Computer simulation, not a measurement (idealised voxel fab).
You're looking at the process module voxel self aligned contacts.
FYI the section here is cut, 300 nm wide, cells are 5 nm squares.
We lay out every cross-section as a grid of square cells and spell it out in bands from the top down, where one band means one or more rows of cells.
Look at the band entry: it leads with the top's height and the bottom's height in nm. Then it lists the materials left to right, with a width in nm for each. The word "full width" on a single material says that material fills the band edge to edge. The word "air" is empty space.
Height is counted from the level 0, under which the received wafer is composed throughout of one material. The lowest of the bands is not closed at the bottom but continues downward, in the notation "0 nm and below".
Graded width ("30..40"): value in top row of band = first number; value in bottom row = second number; row-to-row change constant.
"no change", as given for a step, is the statement that not any cell of the cross-section underwent a change during that step.
"Trapped voids" contains a list of empty spaces, each no smaller than 8 cells and without an open way to the top, written in the form width x height at distance with the distance from the left edge and all three in nm.
Step line, after settings: the simulator's comment on this step.
The optional step-line setting "overlay nm" applies to steps with a mask and quantifies how far to the right of its planned location the mask lay, a negative value indicating leftward placement.
The following list gives the planned process steps:
1) RECEIVE with material Si
2) OXIDIZE with depth nm 5
3) DIRECTIONAL_DEP with material polySi, thk nm 30
4) DIRECTIONAL_DEP with material SiN, thk nm 20
5) PATTERN with tone cover, mask id GATE, material resist, width nm 25, pitch nm 60, thk nm 20, overlay nm 0
6) DIRECTIONAL_ETCH with etch materials SiN, depth nm 20
7) DIRECTIONAL_ETCH with etch materials polySi, depth nm 30
8) STRIP with etch materials resist
9) CONFORMAL_DEP with material SiN, thk nm 10
10) DIRECTIONAL_ETCH with etch materials SiN, depth nm 10
11) FILL_DEP with material SiO2, thk nm 15
12) CMP with height nm 55
13) DIRECTIONAL_DEP with material aC, thk nm 15
14) PATTERN with tone open, mask id CONTACT, material resist, width nm 45, pitch nm 60, thk nm 30, overlay nm 0
15) DIRECTIONAL_ETCH with etch materials aC, depth nm 15
16) STRIP with etch materials resist
17) DIRECTIONAL_ETCH with etch materials SiO2, depth nm 60
18) STRIP with etch materials aC
19) CONFORMAL_DEP with material TiN, thk nm 5
20) FILL_DEP with material W, thk nm 5
21) CMP with height nm 55
22) CONFORMAL_DEP with material SiCN, thk nm 5
First of two wafers: run as planned:
Cross-section: wafer on arrival = after step 1:
* 0 nm and below = Si full width
* Trapped voids: none
Presented here is a cross-section of the wafer after step 2 has been performed:
* 0 nm to -5 nm = SiO2 full width
* Whatever lies below -5 is exactly as it was before.
Presented here is a cross-section of the wafer after step 3 has been performed:
* 30 nm to 0 nm = polySi full width
* Whatever lies below 0 is exactly as it was before.
Presented here is a cross-section of the wafer after step 4 has been performed:
* 50 nm to 30 nm = SiN full width
* Whatever lies below 30 is exactly as it was before.
Presented here is a cross-section of the wafer after step 5 has been performed:
* 70 nm to 50 nm = air (75) | resist (25) | air (35) | resist (25) | air (35) | resist (25) | air (80)
* Whatever lies below 50 is exactly as it was before.
Presented here is a cross-section of the wafer after step 6 has been performed:
* 70 nm to 50 nm = air (75) | resist (25) | air (35) | resist (25) | air (35) | resist (25) | air (80)
* 50 nm to 30 nm = air (75) | SiN (25) | air (35) | SiN (25) | air (35) | SiN (25) | air (80)
* Whatever lies below 30 is exactly as it was before.
Presented here is a cross-section of the wafer after step 7 has been performed:
* 70 nm to 50 nm = air (75) | resist (25) | air (35) | resist (25) | air (35) | resist (25) | air (80)
* 50 nm to 30 nm = air (75) | SiN (25) | air (35) | SiN (25) | air (35) | SiN (25) | air (80)
* 30 nm to 0 nm = air (75) | polySi (25) | air (35) | polySi (25) | air (35) | polySi (25) | air (80)
* Whatever lies below 0 is exactly as it was before.
Presented here is a cross-section of the wafer after step 8 has been performed:
* 50 nm to 30 nm = air (75) | SiN (25) | air (35) | SiN (25) | air (35) | SiN (25) | air (80)
* Whatever lies below 30 is exactly as it was before.
Presented here is a cross-section of the wafer after step 9 has been performed:
* 60 nm to 30 nm = air (65) | SiN (45) | air (15) | SiN (45) | air (15) | SiN (45) | air (70)
* 30 nm to 10 nm = air (65) | SiN (10) | polySi (25) | SiN (10) | air (15) | SiN (10) | polySi (25) | SiN (10) | air (15) | SiN (10) | polySi (25) | SiN (10) | air (70)
* 10 nm to 0 nm = SiN (75) | polySi (25) | SiN (35) | polySi (25) | SiN (35) | polySi (25) | SiN (80)
* Whatever lies below 0 is exactly as it was before.
Presented here is a cross-section of the wafer after step 10 has been performed:
* 50 nm to 30 nm = air (65) | SiN (45) | air (15) | SiN (45) | air (15) | SiN (45) | air (70)
* 30 nm to 0 nm = air (65) | SiN (10) | polySi (25) | SiN (10) | air (15) | SiN (10) | polySi (25) | SiN (10) | air (15) | SiN (10) | polySi (25) | SiN (10) | air (70)
* Whatever lies below 0 is exactly as it was before.
Presented here is a cross-section of the wafer after step 11 has been performed:
* 65 nm to 50 nm = SiO2 full width
* 50 nm to 30 nm = SiO2 (65) | SiN (45) | SiO2 (15) | SiN (45) | SiO2 (15) | SiN (45) | SiO2 (70)
* 30 nm to 0 nm = SiO2 (65) | SiN (10) | polySi (25) | SiN (10) | SiO2 (15) | SiN (10) | polySi (25) | SiN (10) | SiO2 (15) | SiN (10) | polySi (25) | SiN (10) | SiO2 (70)
* Whatever lies below 0 is exactly as it was before.
Presented here is a cross-section of the wafer after step 12 has been performed:
* 55 nm to 50 nm = SiO2 full width
* Whatever lies below 50 is exactly as it was before.
Presented here is a cross-section of the wafer after step 13 has been performed:
* 70 nm to 55 nm = aC full width
* Whatever lies below 55 is exactly as it was before.
Presented here is a cross-section of the wafer after step 14 has been performed:
* 100 nm to 70 nm = resist (95) | air (45) | resist (15) | air (45) | resist (100)
* Whatever lies below 70 is exactly as it was before.
Presented here is a cross-section of the wafer after step 15 has been performed:
* 85 nm to 70 nm = resist (95) | air (45) | resist (15) | air (45) | resist (100)
* 70 nm to 55 nm = aC (95) | air (45) | aC (15) | air (45) | aC (100)
* Whatever lies below 55 is exactly as it was before.
Presented here is a cross-section of the wafer after step 16 has been performed:
* 70 nm to 55 nm = aC (95) | air (45) | aC (15) | air (45) | aC (100)
* Whatever lies below 55 is exactly as it was before.
Presented here is a cross-section of the wafer after step 17 has been performed:
* 70 nm to 55 nm = aC (95) | air (45) | aC (15) | air (45) | aC (100)
* 55 nm to 50 nm = SiO2 (95) | air (45) | SiO2 (15) | air (45) | SiO2 (100)
* 50 nm to 30 nm = SiO2 (65) | SiN (45) | air (15) | SiN (45) | air (15) | SiN (45) | SiO2 (70)
* 30 nm to 0 nm = SiO2 (65) | SiN (10) | polySi (25) | SiN (10) | air (15) | SiN (10) | polySi (25) | SiN (10) | air (15) | SiN (10) | polySi (25) | SiN (10) | SiO2 (70)
* 0 nm to -5 nm = SiO2 (110) | air (15) | SiO2 (45) | air (15) | SiO2 (115)
* Whatever lies below -5 is exactly as it was before.
Presented here is a cross-section of the wafer after step 18 has been performed:
* 55 nm to 50 nm = SiO2 (95) | air (45) | SiO2 (15) | air (45) | SiO2 (100)
* Whatever lies below 50 is exactly as it was before.
Presented here is a cross-section of the wafer after step 19 has been performed:
* 60 nm to 55 nm = TiN (100) | air (35) | TiN (25) | air (35) | TiN (105)
* 55 nm to 50 nm = SiO2 (95) | TiN (20) | air (5) | TiN (20) | SiO2 (15) | TiN (20) | air (5) | TiN (20) | SiO2 (100)
* 50 nm to 30 nm = SiO2 (65) | SiN (45) | TiN (5) | air (5) | TiN (5) | SiN (45) | TiN (5) | air (5) | TiN (5) | SiN (45) | SiO2 (70)
* 30 nm to 0 nm = SiO2 (65) | SiN (10) | polySi (25) | SiN (10) | TiN (5) | air (5) | TiN (5) | SiN (10) | polySi (25) | SiN (10) | TiN (5) | air (5) | TiN (5) | SiN (10) | polySi (25) | SiN (10) | SiO2 (70)
* 0 nm to -5 nm = SiO2 (110) | TiN (15) | SiO2 (45) | TiN (15) | SiO2 (115)
* Whatever lies below -5 is exactly as it was before.
Presented here is a cross-section of the wafer after step 20 has been performed:
* 65 nm to 60 nm = W full width
* 60 nm to 55 nm = TiN (100) | W (35) | TiN (25) | W (35) | TiN (105)
* 55 nm to 50 nm = SiO2 (95) | TiN (20) | W (5) | TiN (20) | SiO2 (15) | TiN (20) | W (5) | TiN (20) | SiO2 (100)
* 50 nm to 30 nm = SiO2 (65) | SiN (45) | TiN (5) | W (5) | TiN (5) | SiN (45) | TiN (5) | W (5) | TiN (5) | SiN (45) | SiO2 (70)
* 30 nm to 0 nm = SiO2 (65) | SiN (10) | polySi (25) | SiN (10) | TiN (5) | W (5) | TiN (5) | SiN (10) | polySi (25) | SiN (10) | TiN (5) | W (5) | TiN (5) | SiN (10) | polySi (25) | SiN (10) | SiO2 (70)
* Whatever lies below 0 is exactly as it was before.
Presented here is a cross-section of the wafer after step 21 has been performed:
* 55 nm to 50 nm = SiO2 (95) | TiN (20) | W (5) | TiN (20) | SiO2 (15) | TiN (20) | W (5) | TiN (20) | SiO2 (100)
* Whatever lies below 50 is exactly as it was before.
Presented here is a cross-section of the wafer after step 22 has been performed:
* 60 nm to 55 nm = SiCN full width
* Whatever lies below 55 is exactly as it was before.
Second wafer. Start and plan as for the first. One mistake made in running. Agrees with the first up to and including step 8:
Planned end of step 9: second wafer, cross-section:
* 40 nm to 30 nm = air (75) | SiN (25) | air (35) | SiN (25) | air (35) | SiN (25) | air (80)
* Whatever lies below 30 is exactly as it was before.
Planned end of step 10: second wafer, cross-section:
* 50 nm to 30 nm = air (65) | SiN (45) | air (15) | SiN (45) | air (15) | SiN (45) | air (70)
* 30 nm to 10 nm = air (65) | SiN (10) | polySi (25) | SiN (10) | air (15) | SiN (10) | polySi (25) | SiN (10) | air (15) | SiN (10) | polySi (25) | SiN (10) | air (70)
* 10 nm to 0 nm = SiN (75) | polySi (25) | SiN (35) | polySi (25) | SiN (35) | polySi (25) | SiN (80)
* Whatever lies below 0 is exactly as it was before.
Planned end of step 11: second wafer, cross-section:
* 65 nm to 50 nm = SiO2 full width
* 50 nm to 30 nm = SiO2 (65) | SiN (45) | SiO2 (15) | SiN (45) | SiO2 (15) | SiN (45) | SiO2 (70)
* 30 nm to 10 nm = SiO2 (65) | SiN (10) | polySi (25) | SiN (10) | SiO2 (15) | SiN (10) | polySi (25) | SiN (10) | SiO2 (15) | SiN (10) | polySi (25) | SiN (10) | SiO2 (70)
* Whatever lies below 10 is exactly as it was before.
Planned end of step 12: second wafer, cross-section:
* 55 nm to 50 nm = SiO2 full width
* Whatever lies below 50 is exactly as it was before.
Planned end of step 13: second wafer, cross-section:
* 70 nm to 55 nm = aC full width
* Whatever lies below 55 is exactly as it was before.
Planned end of step 14: second wafer, cross-section:
* 100 nm to 70 nm = resist (95) | air (45) | resist (15) | air (45) | resist (100)
* Whatever lies below 70 is exactly as it was before.
Planned end of step 15: second wafer, cross-section:
* 85 nm to 70 nm = resist (95) | air (45) | resist (15) | air (45) | resist (100)
* 70 nm to 55 nm = aC (95) | air (45) | aC (15) | air (45) | aC (100)
* Whatever lies below 55 is exactly as it was before.
Planned end of step 16: second wafer, cross-section:
* 70 nm to 55 nm = aC (95) | air (45) | aC (15) | air (45) | aC (100)
* Whatever lies below 55 is exactly as it was before.
Planned end of step 17: second wafer, cross-section:
* 70 nm to 55 nm = aC (95) | air (45) | aC (15) | air (45) | aC (100)
* 55 nm to 50 nm = SiO2 (95) | air (45) | SiO2 (15) | air (45) | SiO2 (100)
* 50 nm to 30 nm = SiO2 (65) | SiN (45) | air (15) | SiN (45) | air (15) | SiN (45) | SiO2 (70)
* 30 nm to 10 nm = SiO2 (65) | SiN (10) | polySi (25) | SiN (10) | air (15) | SiN (10) | polySi (25) | SiN (10) | air (15) | SiN (10) | polySi (25) | SiN (10) | SiO2 (70)
* Whatever lies below 10 is exactly as it was before.
Planned end of step 18: second wafer, cross-section:
* 55 nm to 50 nm = SiO2 (95) | air (45) | SiO2 (15) | air (45) | SiO2 (100)
* Whatever lies below 50 is exactly as it was before.
Planned end of step 19: second wafer, cross-section:
* 60 nm to 55 nm = TiN (100) | air (35) | TiN (25) | air (35) | TiN (105)
* 55 nm to 50 nm = SiO2 (95) | TiN (20) | air (5) | TiN (20) | SiO2 (15) | TiN (20) | air (5) | TiN (20) | SiO2 (100)
* 50 nm to 30 nm = SiO2 (65) | SiN (45) | TiN (5) | air (5) | TiN (5) | SiN (45) | TiN (5) | air (5) | TiN (5) | SiN (45) | SiO2 (70)
* 30 nm to 15 nm = SiO2 (65) | SiN (10) | polySi (25) | SiN (10) | TiN (5) | air (5) | TiN (5) | SiN (10) | polySi (25) | SiN (10) | TiN (5) | air (5) | TiN (5) | SiN (10) | polySi (25) | SiN (10) | SiO2 (70)
* 15 nm to 10 nm = SiO2 (65) | SiN (10) | polySi (25) | SiN (10) | TiN (15) | SiN (10) | polySi (25) | SiN (10) | TiN (15) | SiN (10) | polySi (25) | SiN (10) | SiO2 (70)
* Whatever lies below 10 is exactly as it was before.
Planned end of step 20: second wafer, cross-section:
* 65 nm to 60 nm = W full width
* 60 nm to 55 nm = TiN (100) | W (35) | TiN (25) | W (35) | TiN (105)
* 55 nm to 50 nm = SiO2 (95) | TiN (20) | W (5) | TiN (20) | SiO2 (15) | TiN (20) | W (5) | TiN (20) | SiO2 (100)
* 50 nm to 30 nm = SiO2 (65) | SiN (45) | TiN (5) | W (5) | TiN (5) | SiN (45) | TiN (5) | W (5) | TiN (5) | SiN (45) | SiO2 (70)
* 30 nm to 15 nm = SiO2 (65) | SiN (10) | polySi (25) | SiN (10) | TiN (5) | W (5) | TiN (5) | SiN (10) | polySi (25) | SiN (10) | TiN (5) | W (5) | TiN (5) | SiN (10) | polySi (25) | SiN (10) | SiO2 (70)
* Whatever lies below 15 is exactly as it was before.
Planned end of step 21: second wafer, cross-section:
* 55 nm to 50 nm = SiO2 (95) | TiN (20) | W (5) | TiN (20) | SiO2 (15) | TiN (20) | W (5) | TiN (20) | SiO2 (100)
* Whatever lies below 50 is exactly as it was before.
Planned end of step 22: second wafer, cross-section:
* 60 nm to 55 nm = SiCN full width
* Whatever lies below 55 is exactly as it was before.
Nonconformance to the process plan: step 10 occupied the plan position of step 9, and the converse holds as well
Final cells, second wafer relative to first, materials higher or lower: SiN: 66 more | SiO2: 48 fewer | TiN: 12 fewer | W: 6 fewer
